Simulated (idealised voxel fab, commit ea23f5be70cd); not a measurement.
Process module under the name voxel released beams
Cross-section cut: width 255 nm, square cells of 5 nm.
Throughout this document, each cross-section is represented as a grid of square cells and is presented as a sequence of bands enumerated from the top downward, where a band comprises one or more rows of cells. Band entry format. Leading values: height of top, height of bottom, nm. Remainder: materials in left-to-right order, each with its width in nm. Special words: "full width" on a single material, which then fills the band edge to edge; "air", empty space. It should be noted that heights are counted from 0, beneath which the wafer as supplied is of one material throughout, and that the lowest band possesses no lower boundary but continues downward, as written in "0 down". The two numbers in a width such as "30->40" mark its ends across the band: the first belongs to the top row of cells, the second to the bottom row, and from each row to the next the width moves by the same amount. Step note "remained unchanged" = no cross-section cell changed. In "Enclosed empty spaces" the enclosed voids are listed, meaning empty spaces of 8 cells or larger without any opening to the top. The form is width x height at distance, distance from the left edge, units nm. Past the settings on a step's line: simulator remark, on that step. overlay nm: how far to the right of its planned place the mask lay on this masked step (negative: to the left).

[Below is the list of planned process steps]
1,RECEIVE,material Si
2,CONFORMAL_DEP,material SiN,thk nm 5
3,DIRECTIONAL_DEP,material SiO2,thk nm 20
4,MASKED_ETCH,tone open,mask id ANCHOR,width nm 40,etch materials SiO2,depth nm 20,overlay nm 0
5,CONFORMAL_DEP,material TiN,thk nm 15
6,DIRECTIONAL_DEP,material aC,thk nm 10
7,PATTERN,tone cover,mask id BEAM,material resist,width nm 85,thk nm 25,overlay nm 0
8,DIRECTIONAL_ETCH,etch materials aC,depth nm 10
9,STRIP,etch materials resist
10,DIRECTIONAL_ETCH,etch materials TiN,depth nm 15
11,STRIP,etch materials aC
12,STRIP,etch materials SiO2

[So this is the incoming wafer in cross-section - it's already been through step 1]
- 0 down | Si full width
- Enclosed empty spaces: none

[The first of the two wafers as seen in cross-section once the module was finished; processing followed the plan]
- 40 to 25 | 80 of air; 20 of TiN; 10 of air; 55 of TiN; 90 of air
- 25 to 20 | 85 of air; 15 of TiN; 10 of air; 15 of TiN; 130 of air
- 20 to 5 | 85 of air; 40 of TiN; 130 of air
- 5 to 0 | SiN full width
- 0 down | Si full width
- Enclosed empty spaces: none

[Same start, same plan as the first wafer - but one mistake in the run. Cross-section of the second of the two at the end of the module]
- 40 to 25 | 80 of air; 60 of TiN; 115 of air
- 25 to 20 | 70 of air; 15 of TiN; 40 of SiO2; 15 of TiN; 115 of air
- 20 to 5 | 70 of air; 15 of TiN; 40 of SiO2; 40 of TiN; 90 of air
- 5 to 0 | SiN full width
- 0 down | Si full width
- Enclosed empty spaces: none
Misprocessing identified: step 4 changed vs plan, executed as MASKED_ETCH,tone cover,mask id ANCHOR,width nm 40,etch materials SiO2,depth nm 20,overlay nm 0
Counted in cells at the end, the second wafer holds more or fewer of these materials than the first: SiO2: 32 more
